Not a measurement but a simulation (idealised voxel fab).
Process module name: voxel wiring stack
Displayed cross-section: cut, width of 280 nm, square cells sized 5 nm.
Cross-section format: a grid of square cells, given as bands from top to bottom; each band is one or more rows of cells. Basically the band line says how high the top is and how high the bottom is, in nm, and then what's in it from left to right, every material with its width in nm. Empty space shows up as "air", and if a single material carries "all across" it runs the full band edge to edge. For the purposes of this specification, 0 denotes the height below which the wafer in its as-received condition is composed wholly of one material, and the lowermost band, lacking a lower limit, extends downward without end, as expressed in "0 down". Quick explanation for "30..40": the width changes in equal steps down the rows of cells, from the first number in the band's top row to the second number in its bottom row. No cell of the cross-section changed in a step that is given as "nothing changed". Reported under the label "Trapped cavities" are the empty spaces having no open way to the top and comprising 8 cells or more; the notation for each is width x height at distance, in which the distance is measured from the left edge and all three values are in nm. On a step's line, text after the settings is the simulator commenting on that step. On any step carrying a mask, the "overlay nm" setting, if present on the step's line, tells how far right of its planned place the mask lay; negative values point to the left.
STEPS IN THE PROCESS PLAN
step 1: RECEIVE,material Si
step 2: CONFORMAL_DEP,material SiO2,thk nm 15
step 3: CONFORMAL_DEP,material SiN,thk nm 5
step 4: DIRECTIONAL_DEP,material lowk,thk nm 20
step 5: DIRECTIONAL_DEP,material aC,thk nm 10
step 6: PATTERN,tone open,mask id METAL_1,material resist,width nm 25,pitch nm 45,thk nm 25,overlay nm 0
step 7: DIRECTIONAL_ETCH,etch materials aC,depth nm 10
step 8: STRIP,etch materials resist
step 9: DIRECTIONAL_ETCH,etch materials lowk,depth nm 10
step 10: DIRECTIONAL_ETCH,etch materials SiN,depth nm 5
step 11: STRIP,etch materials aC
step 12: CONFORMAL_DEP,material TiN,thk nm 5
step 13: FILL_DEP,material Ru,thk nm 5
step 14: CMP,height nm 40
step 15: CONFORMAL_DEP,material SiCN,thk nm 5
step 16: DIRECTIONAL_DEP,material lowk,thk nm 10
step 17: MASKED_ETCH,tone open,mask id PLUG_1,width nm 15,pitch nm 45,etch materials lowk,depth nm 10,overlay nm 0
step 18: MASKED_ETCH,tone open,mask id PLUG_1,width nm 15,pitch nm 45,etch materials SiCN,depth nm 5,overlay nm 0
step 19: EPI,material Ru,thk nm 10
step 20: EPI,material Ru,thk nm 5
step 21: CONFORMAL_DEP,material SiN,thk nm 5
step 22: DIRECTIONAL_DEP,material SiO2,thk nm 15
step 23: PATTERN,tone open,mask id METAL_2,material resist,width nm 25,pitch nm 45,thk nm 20,overlay nm 0
step 24: DIRECTIONAL_ETCH,etch materials SiO2,depth nm 15
step 25: DIRECTIONAL_ETCH,etch materials SiN,depth nm 5
step 26: STRIP,etch materials resist
step 27: CONFORMAL_DEP,material TiN,thk nm 5
step 28: FILL_DEP,material Cu,thk nm 5
step 29: CMP,height nm 75
step 30: CONFORMAL_DEP,material SiN,thk nm 5
varied across the wafers: depth nm of step 9. The plan shows the first wafer's value. All wafers start alike
CUT THROUGH THE FIRST OF SEVERAL WAFERS AS RECEIVED, POST STEP 1
- 0 down  Si all across
- Trapped cavities: none
BELOW, A ROW FOR EVERY WAFER. READ IT AS THE END-OF-MODULE PICTURE: FOR EACH MATERIAL THE WAFER SHOWS ITS CELLS GAINED (+) OR LOST (-) SINCE IT WAS RECEIVED, AND THEN ITS CLOSED VOIDS
depth nm 10, +27 Cu, +36 Ru, +47 SiCN, +153 SiN, +291 SiO2, +54 TiN, +288 lowk, Trapped cavities: none
depth nm 15, +27 Cu, +45 Ru, +47 SiCN, +153 SiN, +291 SiO2, +60 TiN, +273 lowk, Trapped cavities: none
depth nm 20, +27 Cu, +63 Ru, +47 SiCN, +138 SiN, +291 SiO2, +72 TiN, +258 lowk, Trapped cavities: none
depth nm 25, +27 Cu, +63 Ru, +47 SiCN, +138 SiN, +291 SiO2, +72 TiN, +258 lowk, Trapped cavities: none
depth nm 30, +27 Cu, +63 Ru, +47 SiCN, +138 SiN, +291 SiO2, +72 TiN, +258 lowk, Trapped cavities: none
depth nm 35, +27 Cu, +63 Ru, +47 SiCN, +138 SiN, +291 SiO2, +72 TiN, +258 lowk, Trapped cavities: none
